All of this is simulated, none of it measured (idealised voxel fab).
Module name: voxel wiring stack (process module)
The width of the displayed cross-section, cut, is 255 nm; its cells are square, with a size of 5 nm.
Just so we're on the same page, the cross-sections are grids of square cells, and they're listed out in bands top to bottom, each band one or more rows deep. It is stipulated that each band's entry specify, in nanometres, the height of the top of the band and then that of its bottom, followed by the materials of the band in left-to-right sequence, each together with its width in nanometres. A single material marked by the word "edge to edge" is understood to fill the band from edge to edge; the word "empty" is understood to denote empty space. The reference from which all heights are counted is 0, the level beneath which the as-received wafer is entirely one material; the lowest band, having no lower bound, proceeds downward and is written after the example "0 down". Think of "30->40" as a width that walks from the first number to the second as you go down the band, top row to bottom row, taking equal-sized steps from row to row. "nothing changed", as given for a step, is the statement that not any cell of the cross-section underwent a change during that step. "Closed void table" lists enclosed empty spaces (at least 8 cells, no open path upward to the top), each as width x height at distance from the left edge, in nm. Formally, on a step line, whatever follows the settings is a remark that the simulator itself makes on the step. A step line may carry the setting "overlay nm", which, for steps involving a mask, states the distance by which the mask lay to the right of its intended position; negative values denote displacement to the left.
**The process steps that were planned are listed below**
1: op RECEIVE | material Si
2: op CONFORMAL_DEP | material SiO2 | thk nm 10
3: op CONFORMAL_DEP | material SiCN | thk nm 5
4: op DIRECTIONAL_DEP | material SiO2 | thk nm 15
5: op MASKED_ETCH | tone open | mask id METAL_1 | width nm 20 | pitch nm 50 | etch materials SiO2 | depth nm 15 | overlay nm 0
6: op MASKED_ETCH | tone open | mask id METAL_1 | width nm 20 | pitch nm 50 | etch materials SiCN | depth nm 5 | overlay nm 0
7: op CONFORMAL_DEP | material TiN | thk nm 5
8: op FILL_DEP | material Cu | thk nm 10
9: op CMP | height nm 30
10: op CONFORMAL_DEP | material SiCN | thk nm 5
11: op DIRECTIONAL_DEP | material SiO2 | thk nm 15
12: op MASKED_ETCH | tone open | mask id PLUG_1 | width nm 15 | pitch nm 100 | etch materials SiO2 | depth nm 15 | overlay nm 0
13: op MASKED_ETCH | tone open | mask id PLUG_1 | width nm 15 | pitch nm 100 | etch materials SiCN | depth nm 5 | overlay nm 0
14: op EPI | material Ru | thk nm 10
15: op EPI | material Ru | thk nm 10
16: op DIRECTIONAL_DEP | material TiN | thk nm 5
17: op DIRECTIONAL_DEP | material Ru | thk nm 20
18: op MASKED_ETCH | tone cover | mask id METAL_2 | width nm 20 | pitch nm 50 | etch materials Ru | depth nm 20 | overlay nm 0
19: op MASKED_ETCH | tone cover | mask id METAL_2 | width nm 20 | pitch nm 50 | etch materials TiN | depth nm 5 | overlay nm 0
20: op FILL_DEP | material lowk | thk nm 5
21: op CMP | height nm 75
22: op CONFORMAL_DEP | material SiCN | thk nm 5
**Here's what the wafer looked like in cross-section when it arrived - that's after step 1**
> 0 down = Si edge to edge
> Closed void table: none
**The first of two wafers, cross-sectioned at the end of the module, with the run proceeding as planned**
> 80 to 75 = SiCN edge to edge
> 75 to 55 = lowk: 40  Ru: 20  lowk: 30  Ru: 20  lowk: 30  Ru: 20  lowk: 30  Ru: 20  lowk: 45
> 55 to 50 = lowk: 40  TiN: 20  lowk: 30  TiN: 20  lowk: 30  TiN: 20  lowk: 30  TiN: 20  lowk: 45
> 50 to 35 = SiO2: 40  Ru: 15  SiO2: 85  Ru: 15  SiO2: 100
> 35 to 30 = SiCN: 40  Ru: 15  SiCN: 85  Ru: 15  SiCN: 100
> 30 to 15 = SiO2: 40  TiN: 5  Cu: 10  TiN: 5  SiO2: 30  TiN: 5  Cu: 10  TiN: 5  SiO2: 30  TiN: 5  Cu: 10  TiN: 5  SiO2: 30  TiN: 5  Cu: 10  TiN: 5  SiO2: 45
> 15 to 10 = SiCN: 40  TiN: 20  SiCN: 30  TiN: 20  SiCN: 30  TiN: 20  SiCN: 30  TiN: 20  SiCN: 45
> 10 to 0 = SiO2 edge to edge
> 0 down = Si edge to edge
> Closed void table: none
**Wafer two (of two), end-of-module cross-section: start = wafer one, plan = wafer one, one run mistake**
> 80 to 75 = SiCN edge to edge
> 75 to 55 = lowk: 40  Ru: 20  lowk: 30  Ru: 20  lowk: 30  Ru: 20  lowk: 30  Ru: 20  lowk: 45
> 55 to 50 = lowk: 40  TiN: 20  lowk: 30  TiN: 20  lowk: 30  TiN: 20  lowk: 30  TiN: 20  lowk: 45
> 50 to 35 = SiO2: 40  Ru: 20  SiO2: 80  Ru: 20  SiO2: 95
> 35 to 30 = SiCN: 40  Ru: 15  SiCN: 85  Ru: 15  SiCN: 100
> 30 to 15 = SiO2: 40  TiN: 5  Cu: 10  TiN: 5  SiO2: 30  TiN: 5  Cu: 10  TiN: 5  SiO2: 30  TiN: 5  Cu: 10  TiN: 5  SiO2: 30  TiN: 5  Cu: 10  TiN: 5  SiO2: 45
> 15 to 10 = SiCN: 40  TiN: 20  SiCN: 30  TiN: 20  SiCN: 30  TiN: 20  SiCN: 30  TiN: 20  SiCN: 45
> 10 to 0 = SiO2 edge to edge
> 0 down = Si edge to edge
> Closed void table: none
Where did the run depart from the plan? so step 12 ended up running with a different setting than we planned, it ran as op MASKED_ETCH | tone open | mask id PLUG_1 | width nm 20 | pitch nm 100 | etch materials SiO2 | depth nm 15 | overlay nm 0
Counted in cells at the end, the second wafer holds more or fewer of these materials than the first: Ru: 6 more | SiO2: 6 fewer
